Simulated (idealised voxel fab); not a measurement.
Title: Process Module voxel wiring stack
270 nm wide, 5 nm square cells: that's cross-section cut.
Each cross-section below is a grid of square cells, stated as bands in top-down order, with one or more rows of cells making up each band. Each band's line starts with the height of the band's top and of its bottom, in nm. Then come its materials from left to right, each with its width in nm. One material with "all across" fills the band from edge to edge. "empty" is empty space. Convention: height 0 is the level below which the wafer, as received, is all one material. The lowest band does not terminate at the bottom but continues downward, represented as "z 0 and below". A width given as "30..40" starts at the first number in the band's top row and ends at the second number in its bottom row, shifting by an equal amount at every step from row to row. It should be understood that the words "remained unchanged", when stated for a given step, signify that the cross-section underwent no change in any of its cells during that step. Empty spaces without an open route to the top, at least 8 cells in extent, make up the entry "Encapsulated voids"; each is given as width x height at distance, where the distance is measured from the left edge, and all are in nm. Read whatever lies past the settings on a step's line as the simulator's own remark about the step. A step's line can hold "overlay nm"; with a mask on that step, the setting says how far right of the planned place the mask lay, while a negative setting says it lay to the left.

[Here's what the planned process steps look like]
1. RECEIVE with material Si
2. CONFORMAL_DEP with material SiO2, thk nm 15
3. DIRECTIONAL_DEP with material TiN, thk nm 5
4. DIRECTIONAL_DEP with material W, thk nm 15
5. MASKED_ETCH with tone cover, mask id METAL_1, width nm 25, pitch nm 50, etch materials W, depth nm 15, overlay nm 0
6. MASKED_ETCH with tone cover, mask id METAL_1, width nm 25, pitch nm 50, etch materials TiN, depth nm 5, overlay nm 0
7. FILL_DEP with material SiO2, thk nm 10
8. CMP with height nm 35
9. CONFORMAL_DEP with material SiCN, thk nm 5
10. DIRECTIONAL_DEP with material SiO2, thk nm 35
11. DIRECTIONAL_DEP with material aC, thk nm 15
12. PATTERN with tone open, mask id METAL_2_HOLES, material resist, width nm 15, thk nm 30, overlay nm 0
13. DIRECTIONAL_ETCH with etch materials aC, depth nm 15
14. STRIP with etch materials resist
15. DIRECTIONAL_ETCH with etch materials SiO2, depth nm 35
16. STRIP with etch materials aC
17. MASKED_ETCH with tone open, mask id METAL_2, width nm 25, pitch nm 50, etch materials SiO2, depth nm 20, overlay nm 0
18. MASKED_ETCH with tone open, mask id METAL_2, width nm 25, pitch nm 50, etch materials SiCN, depth nm 5, overlay nm 0
19. CONFORMAL_DEP with material TiN, thk nm 5
20. FILL_DEP with material Cu, thk nm 5
21. CMP with height nm 75
22. CONFORMAL_DEP with material SiCN, thk nm 5
23. DIRECTIONAL_DEP with material SiO2, thk nm 35
24. MASKED_ETCH with tone open, mask id METAL_3_HOLES, width nm 15, etch materials SiO2, depth nm 35, overlay nm 0
25. PATTERN with tone open, mask id METAL_3, material resist, width nm 25, pitch nm 50, thk nm 15, overlay nm 0
26. DIRECTIONAL_ETCH with etch materials SiO2, depth nm 20
27. DIRECTIONAL_ETCH with etch materials SiCN, depth nm 5
28. STRIP with etch materials resist
29. CONFORMAL_DEP with material TiN, thk nm 5
30. FILL_DEP with material Ru, thk nm 10
31. CMP with height nm 115
32. CONFORMAL_DEP with material SiCN, thk nm 5

[Incoming wafer, cross-sectional view, post step 1]
* z 0 and below: Si all across
* Encapsulated voids: none

[Post-module cross-section of the first of two wafers (run per plan)]
* z 120 to 115: SiCN all across
* z 115 to 100: SiO2 95 nm; TiN 5 nm; Ru 15 nm; TiN 5 nm; SiO2 25 nm; TiN 5 nm; Ru 15 nm; TiN 5 nm; SiO2 100 nm
* z 100 to 95: SiO2 95 nm; TiN 5 nm; Ru 5 nm; TiN 15 nm; SiO2 25 nm; TiN 25 nm; SiO2 100 nm
* z 95 to 80: SiO2 95 nm; TiN 5 nm; Ru 5 nm; TiN 5 nm; SiO2 160 nm
* z 80 to 75: SiCN 95 nm; TiN 15 nm; SiCN 160 nm
* z 75 to 60: SiO2 95 nm; TiN 5 nm; Cu 15 nm; TiN 5 nm; SiO2 25 nm; TiN 5 nm; Cu 15 nm; TiN 5 nm; SiO2 100 nm
* z 60 to 55: SiO2 95 nm; TiN 5 nm; Cu 5 nm; TiN 15 nm; SiO2 25 nm; TiN 25 nm; SiO2 100 nm
* z 55 to 40: SiO2 95 nm; TiN 5 nm; Cu 5 nm; TiN 5 nm; SiO2 160 nm
* z 40 to 35: SiCN 95 nm; TiN 15 nm; SiCN 160 nm
* z 35 to 20: SiO2 95 nm; W 25 nm; SiO2 25 nm; W 25 nm; SiO2 100 nm
* z 20 to 15: SiO2 95 nm; TiN 25 nm; SiO2 25 nm; TiN 25 nm; SiO2 100 nm
* z 15 to 0: SiO2 all across
* z 0 and below: Si all across
* Encapsulated voids: none

[Here is the second of the two wafers cut open at the end of the module - same start, same plan as the first one, but we made one mistake running it]
* z 120 to 115: SiCN all across
* z 115 to 100: SiO2 95 nm; TiN 5 nm; Ru 15 nm; TiN 5 nm; SiO2 25 nm; TiN 5 nm; Ru 15 nm; TiN 5 nm; SiO2 100 nm
* z 100 to 95: SiO2 95 nm; TiN 5 nm; Ru 5 nm; TiN 15 nm; SiO2 25 nm; TiN 25 nm; SiO2 100 nm
* z 95 to 80: SiO2 95 nm; TiN 5 nm; Ru 5 nm; TiN 5 nm; SiO2 160 nm
* z 80 to 75: SiCN 95 nm; TiN 15 nm; SiCN 160 nm
* z 75 to 60: SiO2 95 nm; TiN 5 nm; Cu 15 nm; TiN 5 nm; SiO2 25 nm; TiN 5 nm; Cu 15 nm; TiN 5 nm; SiO2 100 nm
* z 60 to 55: SiO2 95 nm; TiN 5 nm; Cu 5 nm; TiN 15 nm; SiO2 25 nm; TiN 25 nm; SiO2 100 nm
* z 55 to 40: SiO2 95 nm; TiN 5 nm; Cu 5 nm; TiN 5 nm; SiO2 160 nm
* z 40 to 35: SiCN 95 nm; TiN 15 nm; SiCN 160 nm
* z 35 to 20: SiO2 95 nm; W 25 nm; SiO2 25 nm; W 25 nm; SiO2 100 nm
* z 20 to 15: SiO2 95 nm; TiN 35 nm; SiO2 15 nm; TiN 35 nm; SiO2 90 nm
* z 15 to 0: SiO2 all across
* z 0 and below: Si all across
* Encapsulated voids: none
Deviation from plan: note that step 6 departed from the planned setting and was carried out as MASKED_ETCH with tone cover, mask id METAL_1, width nm 25, pitch nm 50, etch materials TiN, depth nm 5, overlay nm 10
Materials where the second wafer ends with more or fewer cells than the first: 4 fewer of SiO2; 4 more of TiN
